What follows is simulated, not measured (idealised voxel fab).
process module | voxel transistor to metal
cross-section cut | 300 nm wide | cells 5 nm
A cross-section is a grid of square cells, given in bands from the top down. A band is one or more rows of cells.
Each band's line starts with the height of the band's top and of its bottom, in nm. Then come its materials from left to right, each with its width in nm. One material with "throughout" fills the band from edge to edge. "air" is empty space.
Height 0 is the level under which the wafer as received is all one material. The lowest band goes on downwards, as in "0 down".
A width such as "30 to 40" changes by the same amount from each row of cells to the next, from the band's top row to its bottom row.
"no change" after a step means that no cell of the cross-section changed.
closed voids: empty space of 8 cells or more with no open way to the top, each as width x height at its distance from the left edge, in nm
after a step's settings: what the simulator itself notes on the step
overlay nm, on a step with a mask: how far to the right of its planned place the mask lay; to the left if negative
plan
1 op RECEIVE | material Si
2 op OXIDIZE | depth nm 5
3 op CONFORMAL_DEP | material SiN | thk nm 15
4 op DIRECTIONAL_DEP | material aC | thk nm 15
5 op PATTERN | tone cover | mask id ACTIVE | material resist | width nm 95 | pitch nm 125 | thk nm 35 | overlay nm 0
6 op DIRECTIONAL_ETCH | etch materials aC | depth nm 15
7 op STRIP | etch materials resist
8 op DIRECTIONAL_ETCH | etch materials SiN | depth nm 15
9 op DIRECTIONAL_ETCH | etch materials SiO2 | depth nm 5
10 op DIRECTIONAL_ETCH | etch materials Si | depth nm 30
11 op STRIP | etch materials aC
12 op FILL_DEP | material SiO2 | thk nm 15
13 op CMP | height nm 15
14 op SELECTIVE_ETCH | etch materials SiO2 | depth nm 10
15 op STRIP | etch materials SiN
16 op SELECTIVE_ETCH | etch materials SiO2 | depth nm 5
17 op OXIDIZE | depth nm 5
18 op DIRECTIONAL_DEP | material polySi | thk nm 20
19 op DIRECTIONAL_DEP | material SiCN | thk nm 15
20 op MASKED_ETCH | tone cover | mask id GATE | width nm 25 | pitch nm 125 | etch materials SiCN | depth nm 25 | overlay nm 0
21 op MASKED_ETCH | tone cover | mask id GATE | width nm 25 | pitch nm 125 | etch materials polySi | depth nm 30 | overlay nm 0
22 op CONFORMAL_DEP | material SiN | thk nm 10
23 op DIRECTIONAL_ETCH | etch materials SiN | depth nm 10
24 op DIRECTIONAL_ETCH | etch materials SiO2 | depth nm 5
25 op EPI | material nSi | thk nm 5
26 op FILL_DEP | material SiO2 | thk nm 5
27 op CMP | height nm 15
28 op STRIP | etch materials polySi
29 op SELECTIVE_ETCH | etch materials SiO2 | depth nm 5
30 op CONFORMAL_DEP | material HfO2 | thk nm 5
31 op CONFORMAL_DEP | material TiN | thk nm 5
32 op FILL_DEP | material W | thk nm 5
33 op CMP | height nm 10
34 op DIRECTIONAL_DEP | material SiO2 | thk nm 10
35 op PATTERN | tone open | mask id CONTACT | material resist | width nm 15 | thk nm 20 | overlay nm 0
36 op DIRECTIONAL_ETCH | etch materials SiO2 | depth nm 25
37 op STRIP | etch materials resist
38 op CONFORMAL_DEP | material TiN | thk nm 5
39 op FILL_DEP | material Ru | thk nm 10
40 op CMP | height nm 20
41 op CONFORMAL_DEP | material SiCN | thk nm 5
42 op DIRECTIONAL_DEP | material lowk | thk nm 20
43 op DIRECTIONAL_DEP | material aC | thk nm 10
44 op PATTERN | tone open | mask id METAL_1 | material resist | width nm 15 | thk nm 30 | overlay nm 0
45 op DIRECTIONAL_ETCH | etch materials aC | depth nm 10
46 op STRIP | etch materials resist
47 op DIRECTIONAL_ETCH | etch materials lowk | depth nm 20
48 op DIRECTIONAL_ETCH | etch materials SiCN | depth nm 5
49 op STRIP | etch materials aC
50 op CONFORMAL_DEP | material TiN | thk nm 5
51 op FILL_DEP | material Ru | thk nm 10
52 op CMP | height nm 45
53 op CONFORMAL_DEP | material SiCN | thk nm 5
54 op DIRECTIONAL_DEP | material SiO2 | thk nm 30
55 op PATTERN | tone open | mask id METAL_2 | material resist | width nm 15 | pitch nm 125 | thk nm 15 | overlay nm 0
56 op DIRECTIONAL_ETCH | etch materials SiO2 | depth nm 15
57 op STRIP | etch materials resist
58 op PATTERN | tone open | mask id METAL_2_HOLES | material resist | width nm 15 | pitch nm 125 | thk nm 20 | overlay nm 0
59 op DIRECTIONAL_ETCH | etch materials SiO2 | depth nm 15
60 op DIRECTIONAL_ETCH | etch materials SiCN | depth nm 5
61 op STRIP | etch materials resist
62 op CONFORMAL_DEP | material TiN | thk nm 5
63 op FILL_DEP | material Ru | thk nm 10
64 op CMP | height nm 80
65 op CONFORMAL_DEP | material SiN | thk nm 5
as received, after step 1
  0 down: Si throughout
  closed voids: none
first wafer at the end, as planned
  85 to 80: SiN throughout
  80 to 50: SiO2 45 | TiN 5 | Ru 5 | TiN 5 | SiO2 110 | TiN 5 | Ru 5 | TiN 5 | SiO2 115
  50 to 45: SiCN 45 | TiN 15 | SiCN 110 | TiN 15 | SiCN 115
  45 to 25: lowk 45 | TiN 5 | Ru 5 | TiN 5 | lowk 55 | TiN 5 | Ru 5 | TiN 5 | lowk 40 | TiN 5 | Ru 5 | TiN 5 | lowk 55 | TiN 5 | Ru 5 | TiN 5 | lowk 45
  25 to 20: SiCN 45 | TiN 15 | SiCN 55 | TiN 15 | SiCN 40 | TiN 15 | SiCN 55 | TiN 15 | SiCN 45
  20 to 10: SiO2 45 | TiN 5 | Ru 5 | TiN 5 | SiO2 55 | TiN 5 | Ru 5 | TiN 5 | SiO2 40 | TiN 5 | Ru 5 | TiN 5 | SiO2 55 | TiN 5 | Ru 5 | TiN 5 | SiO2 45
  10 to 0: SiO2 45 | TiN 5 | Ru 5 | TiN 5 | SiO2 5 | SiN 10 | HfO2 5 | TiN 5 | W 5 | TiN 5 | HfO2 5 | SiN 10 | SiO2 5 | TiN 5 | Ru 5 | TiN 5 | SiO2 40 | TiN 5 | Ru 5 | TiN 5 | SiO2 5 | SiN 10 | HfO2 5 | TiN 5 | W 5 | TiN 5 | HfO2 5 | SiN 10 | SiO2 5 | TiN 5 | Ru 5 | TiN 5 | SiO2 45
  0 to -5: SiO2 35 | SiN 10 | TiN 15 | SiO2 5 | SiN 10 | HfO2 5 | TiN 15 | HfO2 5 | SiN 10 | SiO2 5 | TiN 15 | SiN 10 | SiO2 20 | SiN 10 | TiN 15 | SiO2 5 | SiN 10 | HfO2 5 | TiN 15 | HfO2 5 | SiN 10 | SiO2 5 | TiN 15 | SiN 10 | SiO2 35
  -5 to -10: SiO2 45 | nSi 20 | SiO2 5 | HfO2 35 | SiO2 5 | nSi 20 | SiO2 40 | nSi 20 | SiO2 5 | HfO2 35 | SiO2 5 | nSi 20 | SiO2 45
  -10 to -35: SiO2 40 | Si 95 | SiO2 30 | Si 95 | SiO2 40
  -35 down: Si throughout
  closed voids: none
second wafer at the end: like start, like plan, one mistake
  85 to 80: SiN throughout
  80 to 50: SiO2 45 | TiN 5 | Ru 5 | TiN 5 | SiO2 110 | TiN 5 | Ru 5 | TiN 5 | SiO2 115
  50 to 45: SiCN 45 | TiN 15 | SiCN 110 | TiN 15 | SiCN 115
  45 to 25: lowk 45 | TiN 5 | Ru 5 | TiN 5 | lowk 55 | TiN 5 | Ru 5 | TiN 5 | lowk 40 | TiN 5 | Ru 5 | TiN 5 | lowk 55 | TiN 5 | Ru 5 | TiN 5 | lowk 45
  25 to 20: SiCN 45 | TiN 15 | SiCN 55 | TiN 15 | SiCN 40 | TiN 15 | SiCN 55 | TiN 15 | SiCN 45
  20 to 10: SiO2 45 | TiN 5 | Ru 5 | TiN 5 | SiO2 55 | TiN 5 | Ru 5 | TiN 5 | SiO2 40 | TiN 5 | Ru 5 | TiN 5 | SiO2 55 | TiN 5 | Ru 5 | TiN 5 | SiO2 45
  10 to 0: SiO2 45 | TiN 5 | Ru 5 | TiN 5 | SiO2 5 | SiN 10 | HfO2 5 | TiN 5 | W 5 | TiN 5 | HfO2 5 | SiN 10 | SiO2 5 | TiN 5 | Ru 5 | TiN 5 | SiO2 40 | TiN 5 | Ru 5 | TiN 5 | SiO2 5 | SiN 10 | HfO2 5 | TiN 5 | W 5 | TiN 5 | HfO2 5 | SiN 10 | SiO2 5 | TiN 5 | Ru 5 | TiN 5 | SiO2 45
  0 to -5: SiO2 35 | SiN 10 | TiN 15 | SiO2 5 | SiN 10 | HfO2 5 | TiN 15 | HfO2 5 | SiN 10 | SiO2 5 | TiN 15 | SiO2 5 | SiN 10 | SiO2 15 | SiN 10 | TiN 15 | SiO2 5 | SiN 10 | HfO2 5 | TiN 15 | HfO2 5 | SiN 10 | SiO2 5 | TiN 15 | SiO2 5 | SiN 10 | SiO2 30
  -5 to -10: SiO2 45 | nSi 20 | SiO2 5 | HfO2 35 | SiO2 5 | nSi 25 | SiO2 35 | nSi 20 | SiO2 5 | HfO2 35 | SiO2 5 | nSi 25 | SiO2 40
  -10 to -35: SiO2 40 | Si 100 | SiO2 25 | Si 100 | SiO2 35
  -35 down: Si throughout
  closed voids: none
what went wrong: step 5 ran as: op PATTERN | tone cover | mask id ACTIVE | material resist | width nm 100 | pitch nm 125 | thk nm 35 | overlay nm 0
at the end the second wafer has, in cells: 10 more of Si | 12 fewer of SiO2 | 2 more of nSi
